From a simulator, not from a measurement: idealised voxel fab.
The document below concerns the process module designated voxel released beams.
Square cells of 5 nm make up the cross-section cut, whose width is 230 nm.
In this document a cross-section is written as a grid of square cells. It is given as a series of bands, listed from the top down, and a band is one or more rows of cells.
In this notation a band is specified by the heights of its top and bottom, in that order and in nm, after which its materials appear from left to right, each paired with its width in nm. The word "everywhere" attached to a single material means that material fills the band from edge to edge; the word "air" stands for empty space.
Below 0: as-received wafer, all one material; heights counted from there. Lowest band: no bottom, goes on down, written "0 down".
A width given as "30->40" starts at the first number in the band's top row and ends at the second number in its bottom row, shifting by an equal amount at every step from row to row.
You'll sometimes find "no alterations made" written for a step, and that's the way of saying that nowhere in the cross-section did a cell change during that step.
This entry, "Voids, fully enclosed", enumerates those empty regions of no fewer than 8 cells that possess no open connection to the top. Each region is reported in the form width x height at distance, the distance being taken from the left edge, with all three quantities expressed in nm.
If you see something after the settings on a step's line, that's the simulator's own remark about that step.
The optional step-line setting "overlay nm" applies to steps with a mask and quantifies how far to the right of its planned location the mask lay, a negative value indicating leftward placement.
**This section lists the process steps that were planned**
1) op RECEIVE | material Si
2) op CONFORMAL_DEP | material SiN | thk nm 5
3) op DIRECTIONAL_DEP | material SiO2 | thk nm 10
4) op PATTERN | tone open | mask id ANCHOR | material resist | width nm 25 | thk nm 20 | overlay nm 0
5) op DIRECTIONAL_ETCH | etch materials SiO2 | depth nm 10
6) op STRIP | etch materials resist
7) op CONFORMAL_DEP | material polySi | thk nm 10
8) op DIRECTIONAL_DEP | material aC | thk nm 10
9) op PATTERN | tone cover | mask id BEAM | material resist | width nm 95 | thk nm 30 | overlay nm -15
10) op DIRECTIONAL_ETCH | etch materials aC | depth nm 10
11) op STRIP | etch materials resist
12) op DIRECTIONAL_ETCH | etch materials polySi | depth nm 10
13) op STRIP | etch materials aC
14) op STRIP | etch materials SiO2
Among the wafers covered here, the point of difference is the overlay nm at step 9; their starting state is shared, and the plan presents the value of the first wafer.
**Here's the first of the wafers in cross-section, just as we got it, i.e. after step 1**
- 0 down  Si everywhere
- Voids, fully enclosed: none
**Table: wafers, a row each; end-of-module cell change per material since receipt, gain (+), loss (-); then closed voids**
overlay nm -15 | +46 SiN | +46 polySi | Voids, fully enclosed: none
overlay nm -10 | +46 SiN | +46 polySi | Voids, fully enclosed: none
overlay nm -5 | +46 SiN | +46 polySi | Voids, fully enclosed: none
overlay nm 0 | +46 SiN | +46 polySi | Voids, fully enclosed: none
overlay nm 5 | +46 SiN | +46 polySi | Voids, fully enclosed: none
overlay nm 10 | +46 SiN | +46 polySi | Voids, fully enclosed: none
overlay nm 15 | +46 SiN | +46 polySi | Voids, fully enclosed: none
